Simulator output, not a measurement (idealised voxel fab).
Herein follows the process module entitled voxel capacitor over wiring.
cross-section cut | 170 nm wide | cells 5 nm
Notation: cross-section as square-cell grid; stated in bands, top first, going down; one or more cell rows per band.
Heights first: top, then bottom, in nm. Then materials, left to right, each with a width in nm. "full width" on a single material: fills the band edge to edge. "air": empty space.
The reference from which all heights are counted is 0, the level beneath which the as-received wafer is entirely one material; the lowest band, having no lower bound, proceeds downward and is written after the example "z 0 and below".
The expression "30..40" gives the width at the extremes of the band, the first number at its top row of cells and the second at its bottom row, with the width changing by equal amounts from each row to the next in between.
"everything unchanged" for a step: no cell of the cross-section changed in that step.
What "Enclosed empty spaces" gives you is every empty space of 8 cells or more that is cut off from the top. Each appears as width x height at distance, with the distance taken from the left edge and width, height and distance all in nm.
On a step's line, text after the settings is the simulator commenting on that step.
overlay nm, on a step with a mask: how far to the right of its planned place the mask lay; to the left if negative
PROCESS STEPS - PLAN
step 1: RECEIVE: material Si
step 2: CONFORMAL_DEP: material SiO2, thk nm 15
step 3: DIRECTIONAL_DEP: material TiN, thk nm 5
step 4: DIRECTIONAL_DEP: material W, thk nm 20
step 5: PATTERN: tone cover, mask id METAL_1, material resist, width nm 20, pitch nm 75, thk nm 15, overlay nm 0
step 6: DIRECTIONAL_ETCH: etch materials W, depth nm 20
step 7: DIRECTIONAL_ETCH: etch materials TiN, depth nm 5
step 8: STRIP: etch materials resist
step 9: CONFORMAL_DEP: material SiCN, thk nm 5
step 10: FILL_DEP: material lowk, thk nm 10
step 11: CMP: height nm 40
step 12: CONFORMAL_DEP: material SiCN, thk nm 5
step 13: DIRECTIONAL_DEP: material lowk, thk nm 20
step 14: MASKED_ETCH: tone open, mask id PLUG_1, width nm 15, etch materials lowk, depth nm 20, overlay nm 0
step 15: MASKED_ETCH: tone open, mask id PLUG_1, width nm 15, etch materials SiCN, depth nm 5, overlay nm 0
step 16: EPI: material Ru, thk nm 10
step 17: EPI: material Ru, thk nm 10
step 18: EPI: material Ru, thk nm 5
step 19: DIRECTIONAL_DEP: material TiN, thk nm 10
step 20: DIRECTIONAL_DEP: material SiN, thk nm 5
step 21: DIRECTIONAL_DEP: material TiN, thk nm 5
step 22: DIRECTIONAL_DEP: material aC, thk nm 15
step 23: PATTERN: tone cover, mask id UPPER_PLATE, material resist, width nm 60, thk nm 30, overlay nm 0
step 24: DIRECTIONAL_ETCH: etch materials aC, depth nm 15
step 25: STRIP: etch materials resist
step 26: DIRECTIONAL_ETCH: etch materials TiN, depth nm 5
step 27: DIRECTIONAL_ETCH: etch materials SiN, depth nm 5
step 28: STRIP: etch materials aC
step 29: DIRECTIONAL_DEP: material aC, thk nm 15
step 30: PATTERN: tone cover, mask id LOWER_PLATE, material resist, width nm 70, thk nm 30, overlay nm 0
step 31: DIRECTIONAL_ETCH: etch materials aC, depth nm 15
step 32: STRIP: etch materials resist
step 33: DIRECTIONAL_ETCH: etch materials TiN, depth nm 10
step 34: STRIP: etch materials aC
step 35: FILL_DEP: material SiO2, thk nm 20
step 36: CMP: height nm 100
step 37: MASKED_ETCH: tone open, mask id PLUG_2, width nm 15, etch materials SiO2, depth nm 15, overlay nm 0
step 38: CONFORMAL_DEP: material TiN, thk nm 5
step 39: FILL_DEP: material W, thk nm 5
step 40: CMP: height nm 100
step 41: CONFORMAL_DEP: material SiCN, thk nm 5
CROSS-SECTION: WAFER ON ARRIVAL = AFTER STEP 1
    z 0 and below = Si full width
    Enclosed empty spaces: none
CROSS-SECTION AT MODULE END, ONE RUN ERROR; START AND PLAN UNCHANGED FROM ABOVE
    z 105 to 100 = SiCN full width
    z 100 to 90 = SiO2 (50); TiN (5); W (5); TiN (5); SiO2 (105)
    z 90 to 80 = SiO2 (50..45); TiN (15..55); SiO2 (105..70)
    z 80 to 75 = SiO2 (45); SiN (55); SiO2 (70)
    z 75 to 65 = SiO2 (35); TiN (70); SiO2 (65)
    z 65 to 45 = lowk (40); Ru (15); lowk (115)
    z 45 to 40 = SiCN (40); Ru (15); SiCN (115)
    z 40 to 20 = lowk (30); SiCN (5); W (20); SiCN (5); lowk (45); SiCN (5); W (20); SiCN (5); lowk (35)
    z 20 to 15 = SiCN (35); TiN (20); SiCN (55); TiN (20); SiCN (40)
    z 15 to 0 = SiO2 full width
    z 0 and below = Si full width
    Enclosed empty spaces: none
Misprocessing identified: in deviation from the planned setting, step 23 was conducted as PATTERN: tone cover, mask id UPPER_PLATE, material resist, width nm 55, thk nm 30, overlay nm 0
